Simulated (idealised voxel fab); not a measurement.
Name of the process module below: voxel quadruple lines
Cross-section cut: width 265 nm, square cells of 5 nm.
If you're reading a cross-section in this doc, picture square cells in a grid; it comes to you as bands, top ones listed first down to the bottom, and a band can be one or more rows of cells.
Read a band's entry like this: the first values are the height of its top and the height of its bottom in nm, and what follows is the sequence of materials from left to right, each with its width in nm. Note that "air" is empty space, and that a single material marked "everywhere" reaches across the band from edge to edge.
Height is counted from the level 0, under which the received wafer is composed throughout of one material. The lowest of the bands is not closed at the bottom but continues downward, in the notation "0 nm and below".
With a width like "30->40", each row of cells in the band differs from the next by the same amount, the top row carrying the first number and the bottom row the second.
"stayed the same" (step): cross-section cells unchanged, all of them.
Entry "Sealed internal voids". Content: empty spaces with no open connection to the top, size 8 cells or greater. Each: width x height at distance. Distance: from left edge. Unit: nm.
What comes after the settings on a step's line is commentary from the simulator itself on that step.
"overlay nm" on a masked step: distance the mask lay right of its planned place, negative for left.

THE FOLLOWING LIST GIVES THE PLANNED PROCESS STEPS
| 1 | RECEIVE (material Si) |
| 2 | CONFORMAL_DEP (material Al2O3; thk nm 5) |
| 3 | DIRECTIONAL_DEP (material W; thk nm 10) |
| 4 | DIRECTIONAL_DEP (material polySi; thk nm 15) |
| 5 | DIRECTIONAL_DEP (material aC; thk nm 20) |
| 6 | PATTERN (tone cover; mask id MANDREL; material resist; width nm 20; pitch nm 60; thk nm 25; overlay nm 0) |
| 7 | DIRECTIONAL_ETCH (etch materials aC; depth nm 20) |
| 8 | STRIP (etch materials resist) |
| 9 | CONFORMAL_DEP (material SiO2; thk nm 10) |
| 10 | DIRECTIONAL_ETCH (etch materials SiO2; depth nm 10) |
| 11 | STRIP (etch materials aC) |
| 12 | DIRECTIONAL_ETCH (etch materials polySi; depth nm 15) |
| 13 | STRIP (etch materials SiO2) |
| 14 | CONFORMAL_DEP (material SiN; thk nm 5) |
| 15 | DIRECTIONAL_ETCH (etch materials SiN; depth nm 5) |
| 16 | STRIP (etch materials polySi) |
| 17 | DIRECTIONAL_ETCH (etch materials W; depth nm 10) |
| 18 | STRIP (etch materials SiN) |
| 19 | FILL_DEP (material SiO2; thk nm 10) |
| 20 | CMP (height nm 15) |

AS-RECEIVED STATE OF THE WAFER IN CROSS-SECTION, EQUIVALENT TO POST-STEP 1
> 0 nm and below = Si everywhere
> Sealed internal voids: none

CROSS-SECTION TAKEN AT MODULE COMPLETION ON THE FIRST OF TWO WAFERS; PROCESSED PER THE PLAN
> 15 nm to 5 nm = 75 SiO2  5 W  10 SiO2  5 W  10 SiO2  5 W  10 SiO2  5 W  10 SiO2  5 W  10 SiO2  5 W  10 SiO2  5 W  10 SiO2  5 W  80 SiO2
> 5 nm to 0 nm = Al2O3 everywhere
> 0 nm and below = Si everywhere
> Sealed internal voids: none

CROSS-SECTION, WAFER TWO OF TWO, END OF MODULE: SAME START AND PLAN AS WAFER ONE, ONE ERROR IN EXECUTION
> 15 nm to 5 nm = 85 SiO2  5 W  20 SiO2  5 W  30 SiO2  5 W  20 SiO2  5 W  90 SiO2
> 5 nm to 0 nm = Al2O3 everywhere
> 0 nm and below = Si everywhere
> Sealed internal voids: none
Deviation from plan: planned and actual differ for step 6; actual: PATTERN (tone open; mask id MANDREL; material resist; width nm 20; pitch nm 60; thk nm 25; overlay nm 0)
Per the end-of-run cell counts, the second wafer holds more or fewer of some materials than the first: SiO2 +8 | W -8
